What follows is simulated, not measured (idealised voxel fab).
You're looking at the process module voxel self aligned vias.
The cross-section shown here is cut; it is 255 nm wide and divided into square cells measuring 5 nm on a side.
Cross-section layout: square cells on a grid; listed as bands, top to bottom; a band spans one or more cell rows.
This entry defines a band. It first specifies the height of the band's top and the height of its bottom in nm, and then specifies the band's materials from left to right, stating each material with its width in nm. The word "full width" identifies a single material that fills the band from edge to edge, while the word "blank" identifies empty space.
Heights are measured from 0, the level below which the as-received wafer is all one material; the lowest band has no bottom and continues downward, written as in "0 nm and below".
Width: "30->40" (first number = top row, second number = bottom row, same change from row to row of cells).
The designation "no alteration", where it is given for a processing step, indicates that no cell of the cross-section was altered in the course of that step.
"Completely sealed voids" specifies each empty space that is not open to the top and that occupies no fewer than 8 cells, using the form width x height at distance, the distance measured from the left edge and all three quantities in nm.
Read whatever lies past the settings on a step's line as the simulator's own remark about the step.
overlay nm: on a step with a mask, how far right of its planned place the mask lay; negative means left.
-- The following list gives the planned process steps
| 1 | RECEIVE: material Si |
| 2 | CONFORMAL_DEP: material SiO2, thk nm 15 |
| 3 | CONFORMAL_DEP: material SiCN, thk nm 5 |
| 4 | DIRECTIONAL_DEP: material SiO2, thk nm 25 |
| 5 | PATTERN: tone open, mask id LINES, material resist, width nm 30, pitch nm 70, thk nm 20, overlay nm 0 |
| 6 | DIRECTIONAL_ETCH: etch materials SiO2, depth nm 25 |
| 7 | STRIP: etch materials resist |
| 8 | CONFORMAL_DEP: material TiN, thk nm 5 |
| 9 | FILL_DEP: material W, thk nm 5 |
| 10 | CMP: height nm 45 |
| 11 | SELECTIVE_ETCH: etch materials W Ru TiN, depth nm 5 |
| 12 | FILL_DEP: material SiN, thk nm 5 |
| 13 | CMP: height nm 45 |
| 14 | DIRECTIONAL_DEP: material SiO2, thk nm 20 |
| 15 | PATTERN: tone open, mask id VIAS, material resist, width nm 40, pitch nm 70, thk nm 20, overlay nm 0 |
| 16 | DIRECTIONAL_ETCH: etch materials SiO2, depth nm 20 |
| 17 | DIRECTIONAL_ETCH: etch materials SiN, depth nm 5 |
| 18 | STRIP: etch materials resist |
| 19 | CONFORMAL_DEP: material TiN, thk nm 5 |
| 20 | FILL_DEP: material W, thk nm 5 |
| 21 | CMP: height nm 65 |
| 22 | CONFORMAL_DEP: material SiN, thk nm 5 |
-- Cross-section, incoming material, after step 1
  0 nm and below = Si full width
  Completely sealed voids: none
-- Post-module cross-section of the first of two wafers (run per plan)
  70 nm to 65 nm = SiN full width
  65 nm to 50 nm = 70 of SiO2, 5 of TiN, 30 of W, 5 of TiN, 30 of SiO2, 5 of TiN, 30 of W, 5 of TiN, 75 of SiO2
  50 nm to 45 nm = 70 of SiO2, 10 of TiN, 20 of W, 10 of TiN, 30 of SiO2, 10 of TiN, 20 of W, 10 of TiN, 75 of SiO2
  45 nm to 40 nm = 75 of SiO2, 30 of TiN, 40 of SiO2, 30 of TiN, 80 of SiO2
  40 nm to 25 nm = 75 of SiO2, 5 of TiN, 20 of W, 5 of TiN, 40 of SiO2, 5 of TiN, 20 of W, 5 of TiN, 80 of SiO2
  25 nm to 20 nm = 75 of SiO2, 30 of TiN, 40 of SiO2, 30 of TiN, 80 of SiO2
  20 nm to 15 nm = SiCN full width
  15 nm to 0 nm = SiO2 full width
  0 nm and below = Si full width
  Completely sealed voids: none
-- Here's the second of our two wafers sectioned at module end. Same start as the first, same plan, but one mistake got made running it
  70 nm to 65 nm = SiN full width
  65 nm to 50 nm = 65 of SiO2, 5 of TiN, 40 of W, 5 of TiN, 20 of SiO2, 5 of TiN, 40 of W, 5 of TiN, 70 of SiO2
  50 nm to 45 nm = 65 of SiO2, 15 of TiN, 20 of W, 15 of TiN, 20 of SiO2, 15 of TiN, 20 of W, 15 of TiN, 70 of SiO2
  45 nm to 40 nm = 75 of SiO2, 30 of TiN, 40 of SiO2, 30 of TiN, 80 of SiO2
  40 nm to 25 nm = 75 of SiO2, 5 of TiN, 20 of W, 5 of TiN, 40 of SiO2, 5 of TiN, 20 of W, 5 of TiN, 80 of SiO2
  25 nm to 20 nm = 75 of SiO2, 30 of TiN, 40 of SiO2, 30 of TiN, 80 of SiO2
  20 nm to 15 nm = SiCN full width
  15 nm to 0 nm = SiO2 full width
  0 nm and below = Si full width
  Completely sealed voids: none
Short version of what went wrong: step 15 did not happen as planned, as run it was PATTERN: tone open, mask id VIAS, material resist, width nm 50, pitch nm 70, thk nm 20, overlay nm 0
Final cells, second wafer relative to first, materials higher or lower: SiO2 -16; TiN +4; W +12
